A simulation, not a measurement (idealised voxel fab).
process module | voxel lift off
cross-section cut | 155 nm wide | cells 5 nm
A cross-section is a grid of square cells, given in bands from the top down. A band is one or more rows of cells.
Each band's line starts with the height of the band's top and of its bottom, in nm. Then come its materials from left to right, each with its width in nm. One material with "throughout" fills the band from edge to edge. "air" is empty space.
Height 0 is the level under which the wafer as received is all one material. The lowest band goes on downwards, as in "0 down".
A width such as "30 to 40" changes by the same amount from each row of cells to the next, from the band's top row to its bottom row.
"no change" after a step means that no cell of the cross-section changed.
closed voids: empty space of 8 cells or more with no open way to the top, each as width x height at its distance from the left edge, in nm
after a step's settings: what the simulator itself notes on the step
overlay nm, on a step with a mask: how far to the right of its planned place the mask lay; to the left if negative
plan
1 op RECEIVE | material Si
2 op CONFORMAL_DEP | material SiN | thk nm 10
3 op PATTERN | tone open | mask id LINES | material resist | width nm 25 | pitch nm 40 | thk nm 30 | overlay nm 0
4 op DIRECTIONAL_DEP | material Ru | thk nm 15
5 op STRIP | etch materials resist
6 op CONFORMAL_DEP | material SiCN | thk nm 5
as received, after step 1
  0 down: Si throughout
  closed voids: none
first wafer at the end, as planned
  30 to 25: air 20 | SiCN 35 | air 5 | SiCN 35 | air 5 | SiCN 35 | air 20
  25 to 15: air 20 | SiCN 5 | Ru 25 | SiCN 5 | air 5 | SiCN 5 | Ru 25 | SiCN 5 | air 5 | SiCN 5 | Ru 25 | SiCN 5 | air 20
  15 to 10: SiCN 25 | Ru 25 | SiCN 15 | Ru 25 | SiCN 15 | Ru 25 | SiCN 25
  10 to 0: SiN throughout
  0 down: Si throughout
  closed voids: none
second wafer at the end: like start, like plan, one mistake
  35 to 30: air 20 | SiCN 35 | air 5 | SiCN 35 | air 5 | SiCN 35 | air 20
  30 to 15: air 20 | SiCN 5 | Ru 25 | SiCN 5 | air 5 | SiCN 5 | Ru 25 | SiCN 5 | air 5 | SiCN 5 | Ru 25 | SiCN 5 | air 20
  15 to 10: SiCN 25 | Ru 25 | SiCN 15 | Ru 25 | SiCN 15 | Ru 25 | SiCN 25
  10 to 0: SiN throughout
  0 down: Si throughout
  closed voids: none
what went wrong: step 4 ran as: op DIRECTIONAL_DEP | material Ru | thk nm 20
at the end the second wafer has, in cells: 15 more of Ru | 6 more of SiCN
